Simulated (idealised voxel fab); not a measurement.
The process module that follows is named voxel transistor to metal.
It is cross-section cut that appears here, measuring 205 nm in width, its square cells being 5 nm in size.
Cross-section format: a grid of square cells, given as bands from top to bottom; each band is one or more rows of cells.
For a band, the entry starts with two heights in nm, that of the top and then that of the bottom, and carries on with the band's materials in order from left to right, each alongside its width in nm; the word "everywhere" beside a single material means it fills the band edge to edge, and "air" means empty space.
Beneath 0, the wafer as received is one material, and that level is where height counting begins. The lowest band goes on downward without a bottom; it is written like "0..down".
Top row gets the first number, bottom row gets the second, and each row in between changes by the same step: that is how a band width like "30..40" works.
When a step is marked "no alterations made", none of the cells in the cross-section changed during that step.
Basically, "Closed voids list" tells you about the enclosed voids: empty spaces with no open way to the top, 8 cells or bigger, each written width x height at distance, where distance is from the left edge, all in nm.
after a step's settings: what the simulator itself notes on the step
overlay nm: step with mask; distance mask lay right of planned place; negative value = left of planned place.
-- Intended process steps
step 1: RECEIVE,material Si
step 2: OXIDIZE,depth nm 5
step 3: CONFORMAL_DEP,material SiN,thk nm 10
step 4: MASKED_ETCH,tone cover,mask id ACTIVE,width nm 95,etch materials SiN,depth nm 10,overlay nm 0
step 5: MASKED_ETCH,tone cover,mask id ACTIVE,width nm 95,etch materials SiO2,depth nm 5,overlay nm 0
step 6: MASKED_ETCH,tone cover,mask id ACTIVE,width nm 85,etch materials Si,depth nm 30,overlay nm 0
step 7: OXIDIZE,depth nm 5
step 8: FILL_DEP,material SiO2,thk nm 5
step 9: CMP,height nm 10
step 10: SELECTIVE_ETCH,etch materials SiO2,depth nm 5
step 11: STRIP,etch materials SiN
step 12: SELECTIVE_ETCH,etch materials SiO2,depth nm 5
step 13: OXIDIZE,depth nm 5
step 14: DIRECTIONAL_DEP,material polySi,thk nm 20
step 15: DIRECTIONAL_DEP,material SiCN,thk nm 10
step 16: MASKED_ETCH,tone cover,mask id GATE,width nm 25,etch materials SiCN,depth nm 20,overlay nm 0
step 17: MASKED_ETCH,tone cover,mask id GATE,width nm 25,etch materials polySi,depth nm 30,overlay nm 0
step 18: CONFORMAL_DEP,material SiO2,thk nm 5
step 19: DIRECTIONAL_ETCH,etch materials SiO2,depth nm 5
step 20: CONFORMAL_DEP,material SiN,thk nm 5
step 21: DIRECTIONAL_ETCH,etch materials SiN,depth nm 5
step 22: DIRECTIONAL_ETCH,etch materials SiO2,depth nm 5
step 23: EPI,material pSi,thk nm 5
step 24: FILL_DEP,material SiO2,thk nm 10
step 25: CMP,height nm 25
step 26: DIRECTIONAL_DEP,material SiO2,thk nm 10
step 27: DIRECTIONAL_DEP,material aC,thk nm 15
step 28: PATTERN,tone open,mask id CONTACT,material resist,width nm 15,pitch nm 70,thk nm 35,overlay nm 0
step 29: DIRECTIONAL_ETCH,etch materials aC,depth nm 15
step 30: STRIP,etch materials resist
step 31: DIRECTIONAL_ETCH,etch materials SiO2,depth nm 40
step 32: STRIP,etch materials aC
step 33: CONFORMAL_DEP,material TiN,thk nm 5
step 34: FILL_DEP,material W,thk nm 10
step 35: CMP,height nm 35
step 36: CONFORMAL_DEP,material SiCN,thk nm 5
step 37: DIRECTIONAL_DEP,material lowk,thk nm 20
step 38: MASKED_ETCH,tone open,mask id METAL_1,width nm 15,pitch nm 70,etch materials lowk,depth nm 20,overlay nm 0
step 39: MASKED_ETCH,tone open,mask id METAL_1,width nm 15,pitch nm 70,etch materials SiCN,depth nm 5,overlay nm 0
step 40: CONFORMAL_DEP,material TiN,thk nm 5
step 41: FILL_DEP,material Cu,thk nm 10
step 42: CMP,height nm 60
step 43: CONFORMAL_DEP,material SiN,thk nm 5
Among the wafers covered here, the point of difference is the width nm at step 6; their starting state is shared, and the plan presents the value of the first wafer.
-- As-received state after step 1, first of several wafers, cross-section
    0..down | Si everywhere
    Closed voids list: none
-- Cross-section, first of several wafers, end of module, after last step 43
    65..60 | SiN everywhere
    60..40 | lowk (60)  TiN (5)  Cu (5)  TiN (5)  lowk (55)  TiN (5)  Cu (5)  TiN (5)  lowk (60)
    40..35 | SiCN (60)  TiN (15)  SiCN (55)  TiN (15)  SiCN (60)
    35..25 | SiO2 (60)  TiN (5)  W (5)  TiN (5)  SiO2 (55)  TiN (5)  W (5)  TiN (5)  SiO2 (60)
    25..15 | SiO2 (60)  TiN (5)  W (5)  TiN (5)  SiO2 (5)  SiN (5)  SiO2 (5)  SiCN (25)  SiO2 (5)  SiN (5)  SiO2 (5)  TiN (5)  W (5)  TiN (5)  SiO2 (60)
    15..0 | SiO2 (60)  TiN (5)  W (5)  TiN (5)  SiO2 (5)  SiN (5)  SiO2 (5)  polySi (25)  SiO2 (5)  SiN (5)  SiO2 (5)  TiN (5)  W (5)  TiN (5)  SiO2 (60)
    0..-5 | SiO2 (55)  SiN (5)  TiN (15)  SiO2 (5)  SiN (5)  SiO2 (5)  polySi (25)  SiO2 (5)  SiN (5)  SiO2 (5)  TiN (15)  SiN (5)  SiO2 (55)
    -5..-10 | SiO2 (60)  pSi (20)  SiO2 (45)  pSi (20)  SiO2 (60)
    -10..-40 | SiO2 (60)  Si (85)  SiO2 (60)
    -40..down | Si everywhere
    Closed voids list: none
-- Wafer cross-section (last wafer, module end)
    65..60 | SiN everywhere
    60..40 | lowk (60)  TiN (5)  Cu (5)  TiN (5)  lowk (55)  TiN (5)  Cu (5)  TiN (5)  lowk (60)
    40..35 | SiCN (60)  TiN (15)  SiCN (55)  TiN (15)  SiCN (60)
    35..25 | SiO2 (60)  TiN (5)  W (5)  TiN (5)  SiO2 (55)  TiN (5)  W (5)  TiN (5)  SiO2 (60)
    25..15 | SiO2 (60)  TiN (5)  W (5)  TiN (5)  SiO2 (5)  SiN (5)  SiO2 (5)  SiCN (25)  SiO2 (5)  SiN (5)  SiO2 (5)  TiN (5)  W (5)  TiN (5)  SiO2 (60)
    15..0 | SiO2 (60)  TiN (5)  W (5)  TiN (5)  SiO2 (5)  SiN (5)  SiO2 (5)  polySi (25)  SiO2 (5)  SiN (5)  SiO2 (5)  TiN (5)  W (5)  TiN (5)  SiO2 (60)
    0..-5 | SiO2 (55)  SiN (5)  TiN (15)  SiO2 (5)  SiN (5)  SiO2 (5)  polySi (25)  SiO2 (5)  SiN (5)  SiO2 (5)  TiN (15)  SiN (5)  SiO2 (55)
    -5..-10 | SiO2 (60)  pSi (20)  SiO2 (45)  pSi (20)  SiO2 (60)
    -10..-40 | SiO2 (55)  Si (100)  SiO2 (50)
    -40..down | Si everywhere
    Closed voids list: none
-- Tabulated below, wafer by wafer, are the end-of-module results: for each material, the number of cells gained (+) or lost (-) relative to the as-received state, followed by the closed voids
width nm 85, +8 Cu, -226 Si, +45 SiCN, +55 SiN, +413 SiO2, +56 TiN, +14 W, +140 lowk, +8 pSi, +20 polySi, Closed voids list: none
width nm 90, +8 Cu, -226 Si, +45 SiCN, +55 SiN, +413 SiO2, +56 TiN, +14 W, +140 lowk, +8 pSi, +20 polySi, Closed voids list: none
width nm 95, +8 Cu, -226 Si, +45 SiCN, +55 SiN, +413 SiO2, +56 TiN, +14 W, +140 lowk, +8 pSi, +20 polySi, Closed voids list: none
width nm 100, +8 Cu, -220 Si, +45 SiCN, +55 SiN, +407 SiO2, +56 TiN, +14 W, +140 lowk, +8 pSi, +20 polySi, Closed voids list: none
width nm 105, +8 Cu, -214 Si, +45 SiCN, +55 SiN, +401 SiO2, +56 TiN, +14 W, +140 lowk, +8 pSi, +20 polySi, Closed voids list: none
width nm 110, +8 Cu, -208 Si, +45 SiCN, +55 SiN, +395 SiO2, +56 TiN, +14 W, +140 lowk, +8 pSi, +20 polySi, Closed voids list: none
